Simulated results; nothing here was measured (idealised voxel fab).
The process module presented herein is designated voxel tone inversion.
cross-section cut | 145 nm wide | cells 5 nm
Reading order for cross-sections: top band down to bottom band. Underlying form: a grid of square cells. Band size: one or more rows of cells.
It is stipulated that each band's entry specify, in nanometres, the height of the top of the band and then that of its bottom, followed by the materials of the band in left-to-right sequence, each together with its width in nanometres. A single material marked by the word "full width" is understood to fill the band from edge to edge; the word "empty" is understood to denote empty space.
Heights are measured from 0, the level below which the as-received wafer is all one material; the lowest band has no bottom and continues downward, written as in "0 and below".
The expression "30->40" gives the width at the extremes of the band, the first number at its top row of cells and the second at its bottom row, with the width changing by equal amounts from each row to the next in between.
For the purposes of this document, the phrase "no modification" attached to a step denotes that no cell within the cross-section was modified by that step.
Entry "Unvented cavities". Content: empty spaces with no open connection to the top, size 8 cells or greater. Each: width x height at distance. Distance: from left edge. Unit: nm.
Anything after a step's settings on that line? It's the simulator's own note about the step.
Among the settings permitted on a step's line is "overlay nm"; applied to a step with a mask, it specifies the extent to which the mask lay to the right of its planned position, whereas a negative figure signifies a position to the left.
**Here's what the planned process steps look like**
| 1 | RECEIVE, material Si |
| 2 | CONFORMAL_DEP, material SiN, thk nm 5 |
| 3 | DIRECTIONAL_DEP, material aC, thk nm 25 |
| 4 | PATTERN, tone cover, mask id POSTS, material resist, width nm 15, pitch nm 35, thk nm 30, overlay nm 0 |
| 5 | DIRECTIONAL_ETCH, etch materials aC, depth nm 25 |
| 6 | STRIP, etch materials resist |
| 7 | FILL_DEP, material lowk, thk nm 5 |
| 8 | CMP, height nm 30 |
| 9 | STRIP, etch materials aC |
| 10 | CONFORMAL_DEP, material TiN, thk nm 5 |
| 11 | FILL_DEP, material W, thk nm 5 |
| 12 | CMP, height nm 30 |
| 13 | CONFORMAL_DEP, material SiN, thk nm 5 |
**As-received wafer cross-section (after step 1)**
- 0 and below = Si full width
- Unvented cavities: none
**End state of the module in cross-section, given the above starting point and plan and one mistake in execution**
- 40 down to 35 = SiN full width
- 35 down to 30 = TiN 35 nm  W 5 nm  TiN 30 nm  W 5 nm  TiN 30 nm  W 5 nm  TiN 35 nm
- 30 down to 10 = lowk 30 nm  TiN 5 nm  W 5 nm  TiN 5 nm  lowk 20 nm  TiN 5 nm  W 5 nm  TiN 5 nm  lowk 20 nm  TiN 5 nm  W 5 nm  TiN 5 nm  lowk 30 nm
- 10 down to 5 = lowk 30 nm  TiN 15 nm  lowk 20 nm  TiN 15 nm  lowk 20 nm  TiN 15 nm  lowk 30 nm
- 5 down to 0 = SiN full width
- 0 and below = Si full width
- Unvented cavities: none
Finding, execution versus plan: step 12, actual vs plan mismatch, actual run CMP, height nm 35
